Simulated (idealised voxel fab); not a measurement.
The process module that follows is named voxel ribs on slabs.
cross-section cut | 190 nm wide | cells 5 nm
Reading order for cross-sections: top band down to bottom band. Underlying form: a grid of square cells. Band size: one or more rows of cells. Band entry format. Leading values: height of top, height of bottom, nm. Remainder: materials in left-to-right order, each with its width in nm. Special words: "throughout" on a single material, which then fills the band edge to edge; "empty", empty space. Ref level 0: as-received wafer is one material below here. Bottom band extends down with no lower bound ("0..down"). Width "30->40": first value at the band's top row of cells, second value at its bottom row, equal change from row to row. "no change occurred" after a step means that no cell of the cross-section changed. Empty spaces counting at least 8 cells and having no open way to the top are listed in "Closed cavity list". The notation width x height at distance is used for each, the distance being from the left edge and all three values in nm. Note: text after step settings on the step line = simulator remark on that step. The optional step-line setting "overlay nm" applies to steps with a mask and quantifies how far to the right of its planned location the mask lay, a negative value indicating leftward placement. Quick note on how to read the rest: it's all pairs. You get the cross-section before a process step and the one after, but the after one only goes down as far as the lowest band that changed. The step in between, with its settings, sits under the pair. Heads up, the pairs can come from different runs of this module on the same starting wafer, so don't assume a pair picks up from the one above unless its "Before-step section" entry says it does.
# Before-step section
* 0..down: Si throughout
* Closed cavity list: none
# Resulting Cross-Section
* 30..0: SiO2 throughout
* Everything under 0 stays put, no change at all.
* Closed cavity list: none
The before and after cross-sections above are linked by DIRECTIONAL_DEP: material SiO2, thk nm 30
Before-step section: The structure entering this step is exactly what the pair just above shows after its step.
# Resulting Cross-Section
* 50..30: polySi throughout
* Everything under 30 stays put, no change at all.
* Closed cavity list: none
The before and after cross-sections above are linked by DIRECTIONAL_DEP: material polySi, thk nm 20
Before-step section: The structure entering this step is exactly what the pair just above shows after its step.
# Resulting Cross-Section
* 70..50: empty 80  resist 30  empty 80
* Everything under 50 stays put, no change at all.
* Closed cavity list: none
The before and after cross-sections above are linked by PATTERN: tone cover, mask id RIB, material resist, width nm 30, thk nm 20, overlay nm 0
Before-step section: The structure entering this step is exactly what the pair just above shows after its step.
# Resulting Cross-Section
* 70..50: empty 80  resist 30  empty 80
* 50..35: empty 80  polySi 30  empty 80
* Everything under 35 stays put, no change at all.
* Closed cavity list: none
The before and after cross-sections above are linked by DIRECTIONAL_ETCH: etch materials polySi, depth nm 15
Before-step section: The structure entering this step is exactly what the pair just above shows after its step.
# Resulting Cross-Section
* 50..35: empty 80  polySi 30  empty 80
* Everything under 35 stays put, no change at all.
* Closed cavity list: none
The before and after cross-sections above are linked by STRIP: etch materials resist
Before-step section: The structure entering this step is exactly what the pair just above shows after its step.
# Resulting Cross-Section
* 65..50: empty 55  resist 80  empty 55
* 50..35: empty 55  resist 25  polySi 30  resist 25  empty 55
* Everything under 35 stays put, no change at all.
* Closed cavity list: none
The before and after cross-sections above are linked by PATTERN: tone cover, mask id SLAB, material resist, width nm 80, thk nm 15, overlay nm 0
Before-step section: The structure entering this step is exactly what the pair just above shows after its step.
# Resulting Cross-Section
* 65..50: empty 55  resist 80  empty 55
* 50..35: empty 55  resist 25  polySi 30  resist 25  empty 55
* 35..30: empty 55  polySi 80  empty 55
* Everything under 30 stays put, no change at all.
* Closed cavity list: none
The before and after cross-sections above are linked by DIRECTIONAL_ETCH: etch materials polySi, depth nm 5
Before-step section: The structure entering this step is exactly what the pair just above shows after its step.
# Resulting Cross-Section
* 50..35: empty 80  polySi 30  empty 80
* Everything under 35 stays put, no change at all.
* Closed cavity list: none
The before and after cross-sections above are linked by STRIP: etch materials resist
Before-step section: The structure entering this step is exactly what the pair just above shows after its step.
# Resulting Cross-Section
* 70..50: SiO2 throughout
* 50..35: SiO2 80  polySi 30  SiO2 80
* 35..30: SiO2 55  polySi 80  SiO2 55
* Everything under 30 stays put, no change at all.
* Closed cavity list: none
The before and after cross-sections above are linked by FILL_DEP: material SiO2, thk nm 20
Before-step section: The structure entering this step is exactly what the pair just above shows after its step.
# Resulting Cross-Section
* 60..50: SiO2 throughout
* Everything under 50 stays put, no change at all.
* Closed cavity list: none
The before and after cross-sections above are linked by CMP: height nm 60
Before-step section: The structure entering this step is exactly what the pair just above shows after its step.
# Resulting Cross-Section
* 65..60: W throughout
* Everything under 60 stays put, no change at all.
* Closed cavity list: none
The before and after cross-sections above are linked by DIRECTIONAL_DEP: material W, thk nm 5
Before-step section: The structure entering this step is exactly what the pair just above shows after its step.
# Resulting Cross-Section
* 65..60: empty 75  W 40  empty 75
* Everything under 60 stays put, no change at all.
* Closed cavity list: none
The before and after cross-sections above are linked by MASKED_ETCH: tone cover, mask id HEATER, width nm 40, etch materials W, depth nm 5, overlay nm 0
Before-step section: The structure entering this step is exactly what the pair just above shows after its step.
# Resulting Cross-Section
* 70..65: empty 70  SiO2 50  empty 70
* 65..60: SiO2 75  W 40  SiO2 75
* Everything under 60 stays put, no change at all.
* Closed cavity list: none
The before and after cross-sections above are linked by CONFORMAL_DEP: material SiO2, thk nm 5
# Before-step section
* 50..30: polySi throughout
* 30..0: SiO2 throughout
* 0..down: Si throughout
* Closed cavity list: none
# Resulting Cross-Section
* 70..30: polySi throughout
* Everything under 30 stays put, no change at all.
* Closed cavity list: none
The before and after cross-sections above are linked by DIRECTIONAL_DEP: material polySi, thk nm 20
Before-step section: The structure entering this step is exactly what the pair just above shows after its step.
# Resulting Cross-Section
* 90..70: empty 80  resist 30  empty 80
* Everything under 70 stays put, no change at all.
* Closed cavity list: none
The before and after cross-sections above are linked by PATTERN: tone cover, mask id RIB, material resist, width nm 30, thk nm 20, overlay nm 0
Before-step section: The structure entering this step is exactly what the pair just above shows after its step.
# Resulting Cross-Section
* 90..70: empty 80  resist 30  empty 80
* 70..55: empty 80  polySi 30  empty 80
* Everything under 55 stays put, no change at all.
* Closed cavity list: none
The before and after cross-sections above are linked by DIRECTIONAL_ETCH: etch materials polySi, depth nm 15
Before-step section: The structure entering this step is exactly what the pair just above shows after its step.
# Resulting Cross-Section
* 70..55: empty 80  polySi 30  empty 80
* Everything under 55 stays put, no change at all.
* Closed cavity list: none
The before and after cross-sections above are linked by STRIP: etch materials resist
Before-step section: The structure entering this step is exactly what the pair just above shows after its step.
# Resulting Cross-Section
* 85..70: empty 55  resist 80  empty 55
* 70..55: empty 55  resist 25  polySi 30  resist 25  empty 55
* Everything under 55 stays put, no change at all.
* Closed cavity list: none
The before and after cross-sections above are linked by PATTERN: tone cover, mask id SLAB, material resist, width nm 80, thk nm 15, overlay nm 0
Before-step section: The structure entering this step is exactly what the pair just above shows after its step.
# Resulting Cross-Section
* 85..70: empty 55  resist 80  empty 55
* 70..55: empty 55  resist 25  polySi 30  resist 25  empty 55
* 55..50: empty 55  polySi 80  empty 55
* Everything under 50 stays put, no change at all.
* Closed cavity list: none
The before and after cross-sections above are linked by DIRECTIONAL_ETCH: etch materials polySi, depth nm 5
Before-step section: The structure entering this step is exactly what the pair just above shows after its step.
# Resulting Cross-Section
* 70..55: empty 80  polySi 30  empty 80
* Everything under 55 stays put, no change at all.
* Closed cavity list: none
The before and after cross-sections above are linked by STRIP: etch materials resist
Before-step section: The structure entering this step is exactly what the pair just above shows after its step.
# Resulting Cross-Section
* 90..70: SiO2 throughout
* 70..55: SiO2 80  polySi 30  SiO2 80
* 55..50: SiO2 55  polySi 80  SiO2 55
* Everything under 50 stays put, no change at all.
* Closed cavity list: none
The before and after cross-sections above are linked by FILL_DEP: material SiO2, thk nm 20
Before-step section: The structure entering this step is exactly what the pair just above shows after its step.
# Resulting Cross-Section
* 60..50: SiO2 80->55  polySi 30->80  SiO2 80->55
* Everything under 50 stays put, no change at all.
* Closed cavity list: none
The before and after cross-sections above are linked by CMP: height nm 60
Before-step section: The structure entering this step is exactly what the pair just above shows after its step.
# Resulting Cross-Section
* 65..60: W throughout
* Everything under 60 stays put, no change at all.
* Closed cavity list: none
The before and after cross-sections above are linked by DIRECTIONAL_DEP: material W, thk nm 5
Before-step section: The structure entering this step is exactly what the pair just above shows after its step.
# Resulting Cross-Section
* 65..60: empty 75  W 40  empty 75
* Everything under 60 stays put, no change at all.
* Closed cavity list: none
The before and after cross-sections above are linked by MASKED_ETCH: tone cover, mask id HEATER, width nm 40, etch materials W, depth nm 5, overlay nm 0
Before-step section: The structure entering this step is exactly what the pair just above shows after its step.
# Resulting Cross-Section
* 70..65: empty 70  SiO2 50  empty 70
* 65..60: SiO2 75  W 40  SiO2 75
* Everything under 60 stays put, no change at all.
* Closed cavity list: none
The before and after cross-sections above are linked by CONFORMAL_DEP: material SiO2, thk nm 5
# Before-step section
* 0..down: Si throughout
* Closed cavity list: none
# Resulting Cross-Section
* 20..0: polySi throughout
* Everything under 0 stays put, no change at all.
* Closed cavity list: none
The before and after cross-sections above are linked by DIRECTIONAL_DEP: material polySi, thk nm 20
Before-step section: The structure entering this step is exactly what the pair just above shows after its step.
# Resulting Cross-Section
* 50..20: SiO2 throughout
* Everything under 20 stays put, no change at all.
* Closed cavity list: none
The before and after cross-sections above are linked by DIRECTIONAL_DEP: material SiO2, thk nm 30
Before-step section: The structure entering this step is exactly what the pair just above shows after its step.
# Resulting Cross-Section
* 70..50: empty 80  resist 30  empty 80
* Everything under 50 stays put, no change at all.
* Closed cavity list: none
The before and after cross-sections above are linked by PATTERN: tone cover, mask id RIB, material resist, width nm 30, thk nm 20, overlay nm 0
Before-step section: The structure entering this step is exactly what the pair just above shows after its step.
# Resulting Cross-Section
* 50..20: SiO2 throughout
* Everything under 20 stays put, no change at all.
* Closed cavity list: none
The before and after cross-sections above are linked by STRIP: etch materials resist
Before-step section: The structure entering this step is exactly what the pair just above shows after its step.
# Resulting Cross-Section
* 65..50: empty 55  resist 80  empty 55
* Everything under 50 stays put, no change at all.
* Closed cavity list: none
The before and after cross-sections above are linked by PATTERN: tone cover, mask id SLAB, material resist, width nm 80, thk nm 15, overlay nm 0
Before-step section: The structure entering this step is exactly what the pair just above shows after its step.
# Resulting Cross-Section
* 50..20: SiO2 throughout
* Everything under 20 stays put, no change at all.
* Closed cavity list: none
The before and after cross-sections above are linked by STRIP: etch materials resist
Before-step section: The structure entering this step is exactly what the pair just above shows after its step.
# Resulting Cross-Section
* 70..20: SiO2 throughout
* Everything under 20 stays put, no change at all.
* Closed cavity list: none
The before and after cross-sections above are linked by FILL_DEP: material SiO2, thk nm 20
Before-step section: The structure entering this step is exactly what the pair just above shows after its step.
# Resulting Cross-Section
* 60..20: SiO2 throughout
* Everything under 20 stays put, no change at all.
* Closed cavity list: none
The before and after cross-sections above are linked by CMP: height nm 60
Before-step section: The structure entering this step is exactly what the pair just above shows after its step.
# Resulting Cross-Section
* 65..60: W throughout
* Everything under 60 stays put, no change at all.
* Closed cavity list: none
The before and after cross-sections above are linked by DIRECTIONAL_DEP: material W, thk nm 5
Before-step section: The structure entering this step is exactly what the pair just above shows after its step.
# Resulting Cross-Section
* 65..60: empty 75  W 40  empty 75
* Everything under 60 stays put, no change at all.
* Closed cavity list: none
The before and after cross-sections above are linked by MASKED_ETCH: tone cover, mask id HEATER, width nm 40, etch materials W, depth nm 5, overlay nm 0
Before-step section: The structure entering this step is exactly what the pair just above shows after its step.
# Resulting Cross-Section
* 70..65: empty 70  SiO2 50  empty 70
* 65..60: SiO2 75  W 40  SiO2 75
* Everything under 60 stays put, no change at all.
* Closed cavity list: none
The before and after cross-sections above are linked by CONFORMAL_DEP: material SiO2, thk nm 5
# Before-step section
* 0..down: Si throughout
* Closed cavity list: none
# Resulting Cross-Section
* 20..0: SiO2 throughout
* Everything under 0 stays put, no change at all.
* Closed cavity list: none
The before and after cross-sections above are linked by DIRECTIONAL_DEP: material SiO2, thk nm 20
Before-step section: The structure entering this step is exactly what the pair just above shows after its step.
# Resulting Cross-Section
* 40..20: polySi throughout
* Everything under 20 stays put, no change at all.
* Closed cavity list: none
The before and after cross-sections above are linked by DIRECTIONAL_DEP: material polySi, thk nm 20
Before-step section: The structure entering this step is exactly what the pair just above shows after its step.
# Resulting Cross-Section
* 60..40: empty 80  resist 30  empty 80
* Everything under 40 stays put, no change at all.
* Closed cavity list: none
The before and after cross-sections above are linked by PATTERN: tone cover, mask id RIB, material resist, width nm 30, thk nm 20, overlay nm 0
Before-step section: The structure entering this step is exactly what the pair just above shows after its step.
# Resulting Cross-Section
* 60..40: empty 80  resist 30  empty 80
* 40..25: empty 80  polySi 30  empty 80
* Everything under 25 stays put, no change at all.
* Closed cavity list: none
The before and after cross-sections above are linked by DIRECTIONAL_ETCH: etch materials polySi, depth nm 15
Before-step section: The structure entering this step is exactly what the pair just above shows after its step.
# Resulting Cross-Section
* 40..25: empty 80  polySi 30  empty 80
* Everything under 25 stays put, no change at all.
* Closed cavity list: none
The before and after cross-sections above are linked by STRIP: etch materials resist
Before-step section: The structure entering this step is exactly what the pair just above shows after its step.
# Resulting Cross-Section
* 55..40: empty 55  resist 80  empty 55
* 40..25: empty 55  resist 25  polySi 30  resist 25  empty 55
* Everything under 25 stays put, no change at all.
* Closed cavity list: none
The before and after cross-sections above are linked by PATTERN: tone cover, mask id SLAB, material resist, width nm 80, thk nm 15, overlay nm 0
Before-step section: The structure entering this step is exactly what the pair just above shows after its step.
# Resulting Cross-Section
* 55..40: empty 55  resist 80  empty 55
* 40..25: empty 55  resist 25  polySi 30  resist 25  empty 55
* 25..20: empty 55  polySi 80  empty 55
* Everything under 20 stays put, no change at all.
* Closed cavity list: none
The before and after cross-sections above are linked by DIRECTIONAL_ETCH: etch materials polySi, depth nm 5
Before-step section: The structure entering this step is exactly what the pair just above shows after its step.
# Resulting Cross-Section
* 40..25: empty 80  polySi 30  empty 80
* Everything under 25 stays put, no change at all.
* Closed cavity list: none
The before and after cross-sections above are linked by STRIP: etch materials resist
Before-step section: The structure entering this step is exactly what the pair just above shows after its step.
# Resulting Cross-Section
* 60..40: SiO2 throughout
* 40..25: SiO2 80  polySi 30  SiO2 80
* 25..20: SiO2 55  polySi 80  SiO2 55
* Everything under 20 stays put, no change at all.
* Closed cavity list: none
The before and after cross-sections above are linked by FILL_DEP: material SiO2, thk nm 20
Before-step section: The structure entering this step is exactly what the pair just above shows after its step.
# Resulting Cross-Section
* 65..60: W throughout
* Everything under 60 stays put, no change at all.
* Closed cavity list: none
The before and after cross-sections above are linked by DIRECTIONAL_DEP: material W, thk nm 5
Before-step section: The structure entering this step is exactly what the pair just above shows after its step.
# Resulting Cross-Section
* 65..60: empty 75  W 40  empty 75
* Everything under 60 stays put, no change at all.
* Closed cavity list: none
The before and after cross-sections above are linked by MASKED_ETCH: tone cover, mask id HEATER, width nm 40, etch materials W, depth nm 5, overlay nm 0
Before-step section: The structure entering this step is exactly what the pair just above shows after its step.
# Resulting Cross-Section
* 70..65: empty 70  SiO2 50  empty 70
* 65..60: SiO2 75  W 40  SiO2 75
* Everything under 60 stays put, no change at all.
* Closed cavity list: none
The before and after cross-sections above are linked by CONFORMAL_DEP: material SiO2, thk nm 5
# Before-step section
* 50..35: empty 80  polySi 30  empty 80
* 35..30: polySi throughout
* 30..0: SiO2 throughout
* 0..down: Si throughout
* Closed cavity list: none
# Resulting Cross-Section
* 65..50: empty 55  resist 85  empty 50
* 50..35: empty 55  resist 25  polySi 30  resist 30  empty 50
* Everything under 35 stays put, no change at all.
* Closed cavity list: none
The before and after cross-sections above are linked by PATTERN: tone cover, mask id SLAB, material resist, width nm 85, thk nm 15, overlay nm 0
Before-step section: The structure entering this step is exactly what the pair just above shows after its step.
# Resulting Cross-Section
* 65..50: empty 55  resist 85  empty 50
* 50..35: empty 55  resist 25  polySi 30  resist 30  empty 50
* 35..30: empty 55  polySi 85  empty 50
* Everything under 30 stays put, no change at all.
* Closed cavity list: none
The before and after cross-sections above are linked by DIRECTIONAL_ETCH: etch materials polySi, depth nm 5
Before-step section: The structure entering this step is exactly what the pair just above shows after its step.
# Resulting Cross-Section
* 50..35: empty 80  polySi 30  empty 80
* Everything under 35 stays put, no change at all.
* Closed cavity list: none
The before and after cross-sections above are linked by STRIP: etch materials resist
Before-step section: The structure entering this step is exactly what the pair just above shows after its step.
# Resulting Cross-Section
* 70..50: SiO2 throughout
* 50..35: SiO2 80  polySi 30  SiO2 80
* 35..30: SiO2 55  polySi 85  SiO2 50
* Everything under 30 stays put, no change at all.
* Closed cavity list: none
The before and after cross-sections above are linked by FILL_DEP: material SiO2, thk nm 20
Before-step section: The structure entering this step is exactly what the pair just above shows after its step.
# Resulting Cross-Section
* 60..50: SiO2 throughout
* Everything under 50 stays put, no change at all.
* Closed cavity list: none
The before and after cross-sections above are linked by CMP: height nm 60
Before-step section: The structure entering this step is exactly what the pair just above shows after its step.
# Resulting Cross-Section
* 65..60: W throughout
* Everything under 60 stays put, no change at all.
* Closed cavity list: none
The before and after cross-sections above are linked by DIRECTIONAL_DEP: material W, thk nm 5
Before-step section: The structure entering this step is exactly what the pair just above shows after its step.
# Resulting Cross-Section
* 65..60: empty 75  W 40  empty 75
* Everything under 60 stays put, no change at all.
* Closed cavity list: none
The before and after cross-sections above are linked by MASKED_ETCH: tone cover, mask id HEATER, width nm 40, etch materials W, depth nm 5, overlay nm 0
Before-step section: The structure entering this step is exactly what the pair just above shows after its step.
# Resulting Cross-Section
* 70..65: empty 70  SiO2 50  empty 70
* 65..60: SiO2 75  W 40  SiO2 75
* Everything under 60 stays put, no change at all.
* Closed cavity list: none
The before and after cross-sections above are linked by CONFORMAL_DEP: material SiO2, thk nm 5
# Before-step section
* 50..35: empty 80  polySi 30  empty 80
* 35..30: polySi throughout
* 30..0: SiO2 throughout
* 0..down: Si throughout
* Closed cavity list: none
# Resulting Cross-Section
* 65..50: empty 45  resist 80  empty 65
* 50..35: empty 45  resist 35  polySi 30  resist 15  empty 65
* Everything under 35 stays put, no change at all.
* Closed cavity list: none
The before and after cross-sections above are linked by PATTERN: tone cover, mask id SLAB, material resist, width nm 80, thk nm 15, overlay nm -10
Before-step section: The structure entering this step is exactly what the pair just above shows after its step.
# Resulting Cross-Section
* 65..50: empty 45  resist 80  empty 65
* 50..35: empty 45  resist 35  polySi 30  resist 15  empty 65
* 35..30: empty 45  polySi 80  empty 65
* Everything under 30 stays put, no change at all.
* Closed cavity list: none
The before and after cross-sections above are linked by DIRECTIONAL_ETCH: etch materials polySi, depth nm 5
Before-step section: The structure entering this step is exactly what the pair just above shows after its step.
# Resulting Cross-Section
* 50..35: empty 80  polySi 30  empty 80
* Everything under 35 stays put, no change at all.
* Closed cavity list: none
The before and after cross-sections above are linked by STRIP: etch materials resist
Before-step section: The structure entering this step is exactly what the pair just above shows after its step.
# Resulting Cross-Section
* 70..50: SiO2 throughout
* 50..35: SiO2 80  polySi 30  SiO2 80
* 35..30: SiO2 45  polySi 80  SiO2 65
* Everything under 30 stays put, no change at all.
* Closed cavity list: none
The before and after cross-sections above are linked by FILL_DEP: material SiO2, thk nm 20
Before-step section: The structure entering this step is exactly what the pair just above shows after its step.
# Resulting Cross-Section
* 60..50: SiO2 throughout
* Everything under 50 stays put, no change at all.
* Closed cavity list: none
The before and after cross-sections above are linked by CMP: height nm 60
Before-step section: The structure entering this step is exactly what the pair just above shows after its step.
# Resulting Cross-Section
* 65..60: W throughout
* Everything under 60 stays put, no change at all.
* Closed cavity list: none
The before and after cross-sections above are linked by DIRECTIONAL_DEP: material W, thk nm 5
Before-step section: The structure entering this step is exactly what the pair just above shows after its step.
# Resulting Cross-Section
* 65..60: empty 75  W 40  empty 75
* Everything under 60 stays put, no change at all.
* Closed cavity list: none
The before and after cross-sections above are linked by MASKED_ETCH: tone cover, mask id HEATER, width nm 40, etch materials W, depth nm 5, overlay nm 0
Before-step section: The structure entering this step is exactly what the pair just above shows after its step.
# Resulting Cross-Section
* 70..65: empty 70  SiO2 50  empty 70
* 65..60: SiO2 75  W 40  SiO2 75
* Everything under 60 stays put, no change at all.
* Closed cavity list: none
The before and after cross-sections above are linked by CONFORMAL_DEP: material SiO2, thk nm 5
# Before-step section
* 50..35: empty 80  polySi 30  empty 80
* 35..30: empty 55  polySi 80  empty 55
* 30..0: SiO2 throughout
* 0..down: Si throughout
* Closed cavity list: none
# Resulting Cross-Section
* 70..50: W throughout
* 50..35: W 80  polySi 30  W 80
* 35..30: W 55  polySi 80  W 55
* Everything under 30 stays put, no change at all.
* Closed cavity list: none
The before and after cross-sections above are linked by FILL_DEP: material W, thk nm 20
Before-step section: The structure entering this step is exactly what the pair just above shows after its step.
# Resulting Cross-Section
* 60..50: W throughout
* Everything under 50 stays put, no change at all.
* Closed cavity list: none
The before and after cross-sections above are linked by CMP: height nm 60
Before-step section: The structure entering this step is exactly what the pair just above shows after its step.
# Resulting Cross-Section
* 65..50: W throughout
* Everything under 50 stays put, no change at all.
* Closed cavity list: none
The before and after cross-sections above are linked by DIRECTIONAL_DEP: material W, thk nm 5
Before-step section: The structure entering this step is exactly what the pair just above shows after its step.
# Resulting Cross-Section
* 65..60: empty 75  W 40  empty 75
* Everything under 60 stays put, no change at all.
* Closed cavity list: none
The before and after cross-sections above are linked by MASKED_ETCH: tone cover, mask id HEATER, width nm 40, etch materials W, depth nm 5, overlay nm 0
Before-step section: The structure entering this step is exactly what the pair just above shows after its step.
# Resulting Cross-Section
* 70..65: empty 70  SiO2 50  empty 70
* 65..60: SiO2 75  W 40  SiO2 75
* Everything under 60 stays put, no change at all.
* Closed cavity list: none
The before and after cross-sections above are linked by CONFORMAL_DEP: material SiO2, thk nm 5
# Before-step section
* 50..35: empty 80  polySi 30  empty 80
* 35..30: polySi throughout
* 30..0: SiO2 throughout
* 0..down: Si throughout
* Closed cavity list: none
# Resulting Cross-Section
* 65..50: resist 55  empty 80  resist 55
* 50..35: resist 55  empty 25  polySi 30  empty 25  resist 55
* Everything under 35 stays put, no change at all.
* Closed cavity list: none
The before and after cross-sections above are linked by PATTERN: tone open, mask id SLAB, material resist, width nm 80, thk nm 15, overlay nm 0
Before-step section: The structure entering this step is exactly what the pair just above shows after its step.
# Resulting Cross-Section
* 65..45: resist 55  empty 80  resist 55
* 45..35: resist 55  empty 25  polySi 30  empty 25  resist 55
* 35..30: polySi 55  empty 25  polySi 30  empty 25  polySi 55
* Everything under 30 stays put, no change at all.
* Closed cavity list: none
The before and after cross-sections above are linked by DIRECTIONAL_ETCH: etch materials polySi, depth nm 5
Before-step section: The structure entering this step is exactly what the pair just above shows after its step.
# Resulting Cross-Section
* 45..35: empty 80  polySi 30  empty 80
* Everything under 35 stays put, no change at all.
* Closed cavity list: none
The before and after cross-sections above are linked by STRIP: etch materials resist
Before-step section: The structure entering this step is exactly what the pair just above shows after its step.
# Resulting Cross-Section
* 65..45: SiO2 throughout
* 45..35: SiO2 80  polySi 30  SiO2 80
* 35..30: polySi 55  SiO2 25  polySi 30  SiO2 25  polySi 55
* Everything under 30 stays put, no change at all.
* Closed cavity list: none
The before and after cross-sections above are linked by FILL_DEP: material SiO2, thk nm 20
Before-step section: The structure entering this step is exactly what the pair just above shows after its step.
# Resulting Cross-Section
* 60..45: SiO2 throughout
* Everything under 45 stays put, no change at all.
* Closed cavity list: none
The before and after cross-sections above are linked by CMP: height nm 60
Before-step section: The structure entering this step is exactly what the pair just above shows after its step.
# Resulting Cross-Section
* 65..60: W throughout
* Everything under 60 stays put, no change at all.
* Closed cavity list: none
The before and after cross-sections above are linked by DIRECTIONAL_DEP: material W, thk nm 5
Before-step section: The structure entering this step is exactly what the pair just above shows after its step.
# Resulting Cross-Section
* 65..60: empty 75  W 40  empty 75
* Everything under 60 stays put, no change at all.
* Closed cavity list: none
The before and after cross-sections above are linked by MASKED_ETCH: tone cover, mask id HEATER, width nm 40, etch materials W, depth nm 5, overlay nm 0
Before-step section: The structure entering this step is exactly what the pair just above shows after its step.
# Resulting Cross-Section
* 70..65: empty 70  SiO2 50  empty 70
* 65..60: SiO2 75  W 40  SiO2 75
* Everything under 60 stays put, no change at all.
* Closed cavity list: none
The before and after cross-sections above are linked by CONFORMAL_DEP: material SiO2, thk nm 5
